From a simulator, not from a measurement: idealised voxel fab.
process module | voxel self aligned vias
cross-section cut | 270 nm wide | cells 5 nm
A cross-section is a grid of square cells, given in bands from the top down. A band is one or more rows of cells.
Each band's line starts with the height of the band's top and of its bottom, in nm. Then come its materials from left to right, each with its width in nm. One material with "throughout" fills the band from edge to edge. "air" is empty space.
Height 0 is the level under which the wafer as received is all one material. The lowest band goes on downwards, as in "0 down".
A width such as "30 to 40" changes by the same amount from each row of cells to the next, from the band's top row to its bottom row.
"no change" after a step means that no cell of the cross-section changed.
closed voids: empty space of 8 cells or more with no open way to the top, each as width x height at its distance from the left edge, in nm
after a step's settings: what the simulator itself notes on the step
overlay nm, on a step with a mask: how far to the right of its planned place the mask lay; to the left if negative
plan
1 op RECEIVE | material Si
2 op CONFORMAL_DEP | material SiO2 | thk nm 15
3 op CONFORMAL_DEP | material SiCN | thk nm 5
4 op DIRECTIONAL_DEP | material SiO2 | thk nm 30
5 op PATTERN | tone open | mask id LINES | material resist | width nm 25 | pitch nm 50 | thk nm 15 | overlay nm 0
6 op DIRECTIONAL_ETCH | etch materials SiO2 | depth nm 30
7 op STRIP | etch materials resist
8 op CONFORMAL_DEP | material TiN | thk nm 5
9 op FILL_DEP | material Ru | thk nm 10
10 op CMP | height nm 50
11 op SELECTIVE_ETCH | etch materials W Ru TiN | depth nm 5
12 op FILL_DEP | material SiN | thk nm 5
13 op CMP | height nm 50
14 op DIRECTIONAL_DEP | material SiO2 | thk nm 20
15 op MASKED_ETCH | tone open | mask id VIAS | width nm 35 | pitch nm 100 | etch materials SiO2 | depth nm 20 | overlay nm -15
16 op MASKED_ETCH | tone open | mask id VIAS | width nm 35 | pitch nm 100 | etch materials SiN | depth nm 5 | overlay nm 0
17 op CONFORMAL_DEP | material TiN | thk nm 5
18 op FILL_DEP | material Cu | thk nm 5
19 op CMP | height nm 70
20 op CONFORMAL_DEP | material SiN | thk nm 5
varied across the wafers: overlay nm of step 15. The plan shows the first wafer's value. All wafers start alike
first wafer as received, after step 1
  0 down: Si throughout
  closed voids: none
each wafer at the end: cells of each material gained (+) or lost (-) since it was received, then its closed voids
overlay nm -15 | +32 Cu | +36 Ru | +54 SiCN | +63 SiN | +556 SiO2 | +69 TiN | closed voids: none
overlay nm -10 | +34 Cu | +36 Ru | +54 SiCN | +61 SiN | +556 SiO2 | +69 TiN | closed voids: none
overlay nm -5 | +36 Cu | +36 Ru | +54 SiCN | +59 SiN | +556 SiO2 | +69 TiN | closed voids: none
overlay nm 0 | +36 Cu | +36 Ru | +54 SiCN | +59 SiN | +556 SiO2 | +69 TiN | closed voids: none
overlay nm 5 | +36 Cu | +36 Ru | +54 SiCN | +59 SiN | +556 SiO2 | +69 TiN | closed voids: none
overlay nm 10 | +34 Cu | +36 Ru | +54 SiCN | +61 SiN | +556 SiO2 | +69 TiN | closed voids: none
overlay nm 15 | +32 Cu | +36 Ru | +54 SiCN | +63 SiN | +556 SiO2 | +69 TiN | closed voids: none
